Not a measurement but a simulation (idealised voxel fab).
Process module name: voxel tone inversion
The width of the displayed cross-section, cut, is 140 nm; its cells are square, with a size of 5 nm.
A cross-section is a grid of square cells, given in bands from the top down. A band is one or more rows of cells. Top height, bottom height, nm. Materials left to right, width each, nm. Single material + "everywhere" = fills band edge to edge. "blank" = empty. Counting heights begins at 0, where everything beneath is, in the wafer as received, one material. The lowest band has no bottom; it goes on downwards, as "0 and below" shows. Read "30 to 40" as a graded width: first number on top, second number at the bottom, same change between each pair of neighbouring rows. The designation "changes: none", where it is given for a processing step, indicates that no cell of the cross-section was altered in the course of that step. In the "Closed void catalog" entry, you get each enclosed empty space of 8 cells or more, one with no open way to the top, written width x height at distance, distance from the left edge, in nm. That trailing text on a step's line, after the settings, is the simulator's own remark on the step. When a step includes a mask, the "overlay nm" setting on its line states how far to the right of its planned place that mask lay, and negative values state how far to the left.
THESE ARE THE STEPS WE PLANNED FOR THE PROCESS
- 1: RECEIVE, material Si
- 2: CONFORMAL_DEP, material SiCN, thk nm 10
- 3: DIRECTIONAL_DEP, material aC, thk nm 15
- 4: PATTERN, tone cover, mask id POSTS, material resist, width nm 15, pitch nm 30, thk nm 25, overlay nm 0
- 5: DIRECTIONAL_ETCH, etch materials aC, depth nm 15
- 6: STRIP, etch materials resist
- 7: FILL_DEP, material lowk, thk nm 10
- 8: CMP, height nm 25
- 9: STRIP, etch materials aC
SO, THE FIRST OF OUR TWO WAFERS, RUN JUST AS WE PLANNED IT
AS RECEIVED, AFTER STEP 1
> 0 and below = Si everywhere
> Closed void catalog: none
THE FOLLOWING CROSS-SECTION DEPICTS THE WAFER UPON COMPLETION OF STEP 2
> 10 down to 0 = SiCN everywhere
> Whatever lies below 0 is exactly as it was before.
THE FOLLOWING CROSS-SECTION DEPICTS THE WAFER UPON COMPLETION OF STEP 3
> 25 down to 10 = aC everywhere
> Whatever lies below 10 is exactly as it was before.
THE FOLLOWING CROSS-SECTION DEPICTS THE WAFER UPON COMPLETION OF STEP 4
> 50 down to 25 = blank 45, then resist 15, then blank 15, then resist 15, then blank 50
> Whatever lies below 25 is exactly as it was before.
THE FOLLOWING CROSS-SECTION DEPICTS THE WAFER UPON COMPLETION OF STEP 5
> 35 down to 25 = blank 45, then resist 15, then blank 15, then resist 15, then blank 50
> 25 down to 10 = blank 45, then aC 15, then blank 15, then aC 15, then blank 50
> Whatever lies below 10 is exactly as it was before.
THE FOLLOWING CROSS-SECTION DEPICTS THE WAFER UPON COMPLETION OF STEP 6
> 25 down to 10 = blank 45, then aC 15, then blank 15, then aC 15, then blank 50
> Whatever lies below 10 is exactly as it was before.
THE FOLLOWING CROSS-SECTION DEPICTS THE WAFER UPON COMPLETION OF STEP 7
> 35 down to 25 = lowk everywhere
> 25 down to 10 = lowk 45, then aC 15, then lowk 15, then aC 15, then lowk 50
> Whatever lies below 10 is exactly as it was before.
THE FOLLOWING CROSS-SECTION DEPICTS THE WAFER UPON COMPLETION OF STEP 8
> 25 down to 10 = lowk 45, then aC 15, then lowk 15, then aC 15, then lowk 50
> Whatever lies below 10 is exactly as it was before.
THE FOLLOWING CROSS-SECTION DEPICTS THE WAFER UPON COMPLETION OF STEP 9
> 25 down to 10 = lowk 45, then blank 15, then lowk 15, then blank 15, then lowk 50
> Whatever lies below 10 is exactly as it was before.
WHAT FOLLOWS CONCERNS THE SECOND WAFER, WHICH STARTED OUT LIKE THE FIRST AND WAS MEANT TO FOLLOW THE VERY SAME PLAN; ONE MISTAKE CREPT IN WHEN IT WAS RUN, BUT EVERYTHING UP TO AND INCLUDING STEP 7 IS THE SAME AS FOR THE FIRST WAFER
SECOND WAFER CROSS-SECTION, TAKEN AS OF THE TIME THE PLAN SETS FOR STEP 8 TO BE DONE
> 15 down to 10 = lowk 45, then aC 15, then lowk 15, then aC 15, then lowk 50
> Whatever lies below 10 is exactly as it was before.
SECOND WAFER CROSS-SECTION, TAKEN AS OF THE TIME THE PLAN SETS FOR STEP 9 TO BE DONE
> 15 down to 10 = lowk 45, then blank 15, then lowk 15, then blank 15, then lowk 50
> Whatever lies below 10 is exactly as it was before.
It is concluded that the wafer was processed incorrectly with respect to the plan, in that not per plan at step 8, really ran CMP, height nm 15
Upon completion, the second wafer contains, in terms of cells, a greater or smaller amount of certain materials than the first wafer: lowk: 44 fewer
